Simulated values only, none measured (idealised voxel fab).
process module | voxel wiring stack
cross-section cut | 280 nm wide | cells 5 nm
A cross-section is a grid of square cells, given in bands from the top down. A band is one or more rows of cells.
Each band's line starts with the height of the band's top and of its bottom, in nm. Then come its materials from left to right, each with its width in nm. One material with "throughout" fills the band from edge to edge. "air" is empty space.
Height 0 is the level under which the wafer as received is all one material. The lowest band goes on downwards, as in "0 down".
A width such as "30 to 40" changes by the same amount from each row of cells to the next, from the band's top row to its bottom row.
"no change" after a step means that no cell of the cross-section changed.
closed voids: empty space of 8 cells or more with no open way to the top, each as width x height at its distance from the left edge, in nm
after a step's settings: what the simulator itself notes on the step
overlay nm, on a step with a mask: how far to the right of its planned place the mask lay; to the left if negative
plan
1 op RECEIVE | material Si
2 op CONFORMAL_DEP | material SiO2 | thk nm 10
3 op CONFORMAL_DEP | material SiN | thk nm 5
4 op DIRECTIONAL_DEP | material lowk | thk nm 25
5 op PATTERN | tone open | mask id METAL_1 | material resist | width nm 30 | pitch nm 60 | thk nm 15 | overlay nm 0
6 op DIRECTIONAL_ETCH | etch materials lowk | depth nm 25
7 op DIRECTIONAL_ETCH | etch materials SiN | depth nm 5
8 op STRIP | etch materials resist
9 op CONFORMAL_DEP | material TiN | thk nm 5
10 op FILL_DEP | material W | thk nm 5
11 op CMP | height nm 40
12 op CONFORMAL_DEP | material SiCN | thk nm 5
13 op DIRECTIONAL_DEP | material lowk | thk nm 20
14 op DIRECTIONAL_DEP | material aC | thk nm 15
15 op PATTERN | tone open | mask id PLUG_1 | material resist | width nm 15 | pitch nm 120 | thk nm 30 | overlay nm 0
16 op DIRECTIONAL_ETCH | etch materials aC | depth nm 15
17 op STRIP | etch materials resist
18 op DIRECTIONAL_ETCH | etch materials lowk | depth nm 20
19 op DIRECTIONAL_ETCH | etch materials SiCN | depth nm 5
20 op STRIP | etch materials aC
21 op EPI | material Ru | thk nm 10
22 op EPI | material Ru | thk nm 10
23 op EPI | material Ru | thk nm 5
24 op CONFORMAL_DEP | material SiCN | thk nm 5
25 op DIRECTIONAL_DEP | material lowk | thk nm 25
26 op MASKED_ETCH | tone open | mask id METAL_2 | width nm 30 | pitch nm 60 | etch materials lowk | depth nm 25 | overlay nm 0
27 op MASKED_ETCH | tone open | mask id METAL_2 | width nm 30 | pitch nm 60 | etch materials SiCN | depth nm 5 | overlay nm 0
28 op CONFORMAL_DEP | material TiN | thk nm 5
29 op FILL_DEP | material Cu | thk nm 10
30 op CMP | height nm 95
31 op CONFORMAL_DEP | material SiCN | thk nm 5
32 op DIRECTIONAL_DEP | material SiO2 | thk nm 35
33 op DIRECTIONAL_DEP | material aC | thk nm 10
34 op PATTERN | tone open | mask id METAL_3 | material resist | width nm 30 | pitch nm 60 | thk nm 30 | overlay nm 0
35 op DIRECTIONAL_ETCH | etch materials aC | depth nm 10
36 op STRIP | etch materials resist
37 op DIRECTIONAL_ETCH | etch materials SiO2 | depth nm 20
38 op STRIP | etch materials aC
39 op PATTERN | tone open | mask id METAL_3_HOLES | material resist | width nm 15 | pitch nm 120 | thk nm 15 | overlay nm 0
40 op DIRECTIONAL_ETCH | etch materials SiO2 | depth nm 15
41 op DIRECTIONAL_ETCH | etch materials SiCN | depth nm 5
42 op STRIP | etch materials resist
43 op CONFORMAL_DEP | material TiN | thk nm 5
44 op FILL_DEP | material Cu | thk nm 10
45 op CMP | height nm 135
46 op CONFORMAL_DEP | material SiN | thk nm 5
as received, after step 1
  0 down: Si throughout
  closed voids: none
first wafer at the end, as planned
  140 to 135: SiN throughout
  135 to 120: SiO2 65 | TiN 5 | Cu 20 | TiN 5 | SiO2 30 | TiN 5 | Cu 20 | TiN 5 | SiO2 30 | TiN 5 | Cu 20 | TiN 5 | SiO2 65
  120 to 115: SiO2 65 | TiN 5 | Cu 5 | TiN 20 | SiO2 30 | TiN 30 | SiO2 30 | TiN 5 | Cu 5 | TiN 20 | SiO2 65
  115 to 100: SiO2 65 | TiN 5 | Cu 5 | TiN 5 | SiO2 105 | TiN 5 | Cu 5 | TiN 5 | SiO2 80
  100 to 95: SiCN 65 | TiN 15 | SiCN 105 | TiN 15 | SiCN 80
  95 to 70: lowk 65 | TiN 5 | Cu 20 | TiN 5 | lowk 30 | TiN 5 | Cu 20 | TiN 5 | lowk 30 | TiN 5 | Cu 20 | TiN 5 | lowk 65
  70 to 65: SiCN 65 | TiN 30 | SiCN 30 | TiN 30 | SiCN 30 | TiN 30 | SiCN 65
  65 to 45: lowk 65 | Ru 15 | lowk 105 | Ru 15 | lowk 80
  45 to 40: SiCN 65 | Ru 15 | SiCN 105 | Ru 15 | SiCN 80
  40 to 15: lowk 65 | TiN 5 | W 20 | TiN 5 | lowk 30 | TiN 5 | W 20 | TiN 5 | lowk 30 | TiN 5 | W 20 | TiN 5 | lowk 65
  15 to 10: SiN 65 | TiN 30 | SiN 30 | TiN 30 | SiN 30 | TiN 30 | SiN 65
  10 to 0: SiO2 throughout
  0 down: Si throughout
  closed voids: none
second wafer at the end: like start, like plan, one mistake
  140 to 135: SiN throughout
  135 to 120: SiO2 65 | TiN 5 | Cu 20 | TiN 5 | SiO2 30 | TiN 5 | Cu 20 | TiN 5 | SiO2 30 | TiN 5 | Cu 20 | TiN 5 | SiO2 65
  120 to 115: SiO2 65 | TiN 5 | Cu 5 | TiN 20 | SiO2 30 | TiN 30 | SiO2 30 | TiN 5 | Cu 5 | TiN 20 | SiO2 65
  115 to 100: SiO2 65 | TiN 5 | Cu 5 | TiN 5 | SiO2 105 | TiN 5 | Cu 5 | TiN 5 | SiO2 80
  100 to 95: SiCN 65 | TiN 15 | SiCN 105 | TiN 15 | SiCN 80
  95 to 75: lowk 65 | TiN 5 | Cu 25 | TiN 5 | lowk 25 | TiN 5 | Cu 25 | TiN 5 | lowk 25 | TiN 5 | Cu 25 | TiN 5 | lowk 60
  75 to 70: lowk 65 | TiN 5 | Cu 20 | TiN 10 | lowk 25 | TiN 5 | Cu 20 | TiN 10 | lowk 25 | TiN 5 | Cu 20 | TiN 10 | lowk 60
  70 to 65: SiCN 65 | TiN 30 | SiCN 30 | TiN 30 | SiCN 30 | TiN 30 | SiCN 65
  65 to 45: lowk 65 | Ru 15 | lowk 105 | Ru 15 | lowk 80
  45 to 40: SiCN 65 | Ru 15 | SiCN 105 | Ru 15 | SiCN 80
  40 to 15: lowk 65 | TiN 5 | W 20 | TiN 5 | lowk 30 | TiN 5 | W 20 | TiN 5 | lowk 30 | TiN 5 | W 20 | TiN 5 | lowk 65
  15 to 10: SiN 65 | TiN 30 | SiN 30 | TiN 30 | SiN 30 | TiN 30 | SiN 65
  10 to 0: SiO2 throughout
  0 down: Si throughout
  closed voids: none
what went wrong: step 26 ran as: op MASKED_ETCH | tone open | mask id METAL_2 | width nm 35 | pitch nm 60 | etch materials lowk | depth nm 25 | overlay nm 0
at the end the second wafer has, in cells: 12 more of Cu | 3 more of TiN | 15 fewer of lowk
